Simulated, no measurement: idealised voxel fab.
The document below concerns the process module designated voxel tone inversion.
Square cell edge 5 nm, section width 155 nm, ID cut.
A cross-section is written here as square cells arranged in a grid, and it is given in bands from the top down, each band taking up one or more rows of cells. What a band's entry tells you: where the top is and where the bottom is, as heights in nm, and after that what lies inside, material by material from left to right, each with its width in nm. Empty space is written as the word "blank", and a single material marked with the word "all across" occupies the band from edge to edge. Heights from 0 (as-received wafer is one material below). Bottom band endless downward, as "z 0 and below". With a width like "30 to 40", each row of cells in the band differs from the next by the same amount, the top row carrying the first number and the bottom row the second. Basically "all unchanged" means that step didn't change any cell in the cross-section. Closed empty spaces (no open way to the top) of 8 cells or more are what "Sealed void inventory" lists, each as width x height at distance from the left edge, nm for all three. Whatever follows a step's settings on its line is a remark the simulator itself makes about that step. "overlay nm" on a masked step: distance the mask lay right of its planned place, negative for left.
**These are the steps we planned for the process**
| 1 | RECEIVE with material Si |
| 2 | CONFORMAL_DEP with material SiN, thk nm 5 |
| 3 | DIRECTIONAL_DEP with material polySi, thk nm 25 |
| 4 | PATTERN with tone cover, mask id POSTS, material resist, width nm 15, pitch nm 45, thk nm 30, overlay nm 0 |
| 5 | DIRECTIONAL_ETCH with etch materials polySi, depth nm 25 |
| 6 | STRIP with etch materials resist |
| 7 | FILL_DEP with material SiO2, thk nm 10 |
| 8 | CMP with height nm 30 |
| 9 | STRIP with etch materials polySi |
| 10 | CONFORMAL_DEP with material TiN, thk nm 5 |
| 11 | FILL_DEP with material W, thk nm 10 |
| 12 | CMP with height nm 30 |
| 13 | CONFORMAL_DEP with material SiN, thk nm 5 |
**Wafer cross-section on receipt, i.e. after step 1**
z 0 and below | Si all across
Sealed void inventory: none
**End-of-module cross-section. Starting structure and process plan as above; one mistake made in running it**
z 35 to 30 | SiN all across
z 30 to 10 | SiO2: 50 | TiN: 5 | W: 5 | TiN: 5 | SiO2: 30 | TiN: 5 | W: 5 | TiN: 5 | SiO2: 45
z 10 to 5 | SiO2: 50 | TiN: 15 | SiO2: 30 | TiN: 15 | SiO2: 45
z 5 to 0 | SiN all across
z 0 and below | Si all across
Sealed void inventory: none
The plan and the run diverged here: step 4 changed vs plan, executed as PATTERN with tone cover, mask id POSTS, material resist, width nm 15, pitch nm 45, thk nm 30, overlay nm 5
